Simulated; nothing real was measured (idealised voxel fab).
Process module name: voxel gate over fins
The figure presents cross-section cut, which has a width of 195 nm and is divided into square cells with an edge length of 5 nm.
Square cells in a grid make up a cross-section in this document, and the grid is given as bands, listed from the top down, each one or more rows of cells.
What a band's entry tells you: where the top is and where the bottom is, as heights in nm, and after that what lies inside, material by material from left to right, each with its width in nm. Empty space is written as the word "air", and a single material marked with the word "all across" occupies the band from edge to edge.
Convention: height 0 is the level below which the wafer, as received, is all one material. The lowest band does not terminate at the bottom but continues downward, represented as "z 0 and below".
Width spec "30 to 40" -> top row of cells at first value, bottom row at second value, equal per-row change in between.
A step reported as "nothing was modified" is a step in which no cell of the cross-section changed.
You'll see "Fully sealed voids" listing empty spaces that have no way open to the top, as long as they're 8 cells or more; the notation is width x height at distance, where the distance is from the left edge, and all of it is in nm.
after a step's settings: what the simulator itself notes on the step
You can add "overlay nm" to a step's line. For a step with a mask, it describes how far the mask lay to the right of its planned position, and a negative number describes a lay to the left.
**The process steps that were planned are listed below**
1,RECEIVE,material Si
2,CONFORMAL_DEP,material SiN,thk nm 5
3,DIRECTIONAL_DEP,material aC,thk nm 10
4,PATTERN,tone cover,mask id FINS,material resist,width nm 15,pitch nm 40,thk nm 25,overlay nm 0
5,DIRECTIONAL_ETCH,etch materials aC,depth nm 10
6,STRIP,etch materials resist
7,DIRECTIONAL_ETCH,etch materials SiN,depth nm 5
8,DIRECTIONAL_ETCH,etch materials Si,depth nm 40
9,STRIP,etch materials aC
10,OXIDIZE,depth nm 5
11,FILL_DEP,material SiO2,thk nm 15
12,CMP,height nm 5
13,SELECTIVE_ETCH,etch materials SiO2,depth nm 15
14,STRIP,etch materials SiN
15,CONFORMAL_DEP,material HfO2,thk nm 5
16,CONFORMAL_DEP,material TiN,thk nm 5
17,CONFORMAL_DEP,material TiAl,thk nm 5
18,CONFORMAL_DEP,material TiN,thk nm 5
19,FILL_DEP,material W,thk nm 10
20,CMP,height nm 25
21,CONFORMAL_DEP,material SiN,thk nm 10
**Here's what the wafer looked like in cross-section when it arrived - that's after step 1**
	z 0 and below: Si all across
	Fully sealed voids: none
**End-of-module cross-section of the first of two wafers, processed as planned**
	z 35 to 25: SiN all across
	z 25 to 20: W all across
	z 20 to 15: 55 of W; 85 of TiN; 55 of W
	z 15 to 10: 55 of W; 5 of TiN; 35 of TiAl; 5 of TiN; 35 of TiAl; 5 of TiN; 55 of W
	z 10 to 5: 60 of TiN; 5 of TiAl; 25 of TiN; 5 of TiAl; 5 of TiN; 5 of TiAl; 25 of TiN; 5 of TiAl; 60 of TiN
	z 5 to 0: 65 of TiAl; 5 of TiN; 15 of HfO2; 5 of TiN; 15 of TiAl; 5 of TiN; 15 of HfO2; 5 of TiN; 65 of TiAl
	z 0 to -5: 70 of TiN; 5 of HfO2; 5 of Si; 5 of HfO2; 25 of TiN; 5 of HfO2; 5 of Si; 5 of HfO2; 70 of TiN
	z -5 to -10: 75 of HfO2; 5 of Si; 35 of HfO2; 5 of Si; 75 of HfO2
	z -10 to -45: 75 of SiO2; 5 of Si; 35 of SiO2; 5 of Si; 75 of SiO2
	z -45 and below: Si all across
	Fully sealed voids: none
**Now the second wafer, cross-sectioned at the end of the module. Nothing different at the start, nothing different in the plan compared with the first, just one mistake when it was actually run**
	z 35 to 25: SiN all across
	z 25 to 20: W all across
	z 20 to 15: 50 of W; 85 of TiN; 60 of W
	z 15 to 10: 50 of W; 5 of TiN; 35 of TiAl; 5 of TiN; 35 of TiAl; 5 of TiN; 60 of W
	z 10 to 5: 55 of TiN; 5 of TiAl; 25 of TiN; 5 of TiAl; 5 of TiN; 5 of TiAl; 25 of TiN; 5 of TiAl; 65 of TiN
	z 5 to 0: 60 of TiAl; 5 of TiN; 15 of HfO2; 5 of TiN; 15 of TiAl; 5 of TiN; 15 of HfO2; 5 of TiN; 70 of TiAl
	z 0 to -5: 65 of TiN; 5 of HfO2; 5 of Si; 5 of HfO2; 25 of TiN; 5 of HfO2; 5 of Si; 5 of HfO2; 75 of TiN
	z -5 to -10: 70 of HfO2; 5 of Si; 35 of HfO2; 5 of Si; 80 of HfO2
	z -10 to -45: 70 of SiO2; 5 of Si; 35 of SiO2; 5 of Si; 80 of SiO2
	z -45 and below: Si all across
	Fully sealed voids: none
What went wrong in running the wafer? for step 4, the planned setting was not used; the step was instead run as PATTERN,tone cover,mask id FINS,material resist,width nm 15,pitch nm 40,thk nm 25,overlay nm -5
Cell counts per material: same on both final wafers. Positions: different.
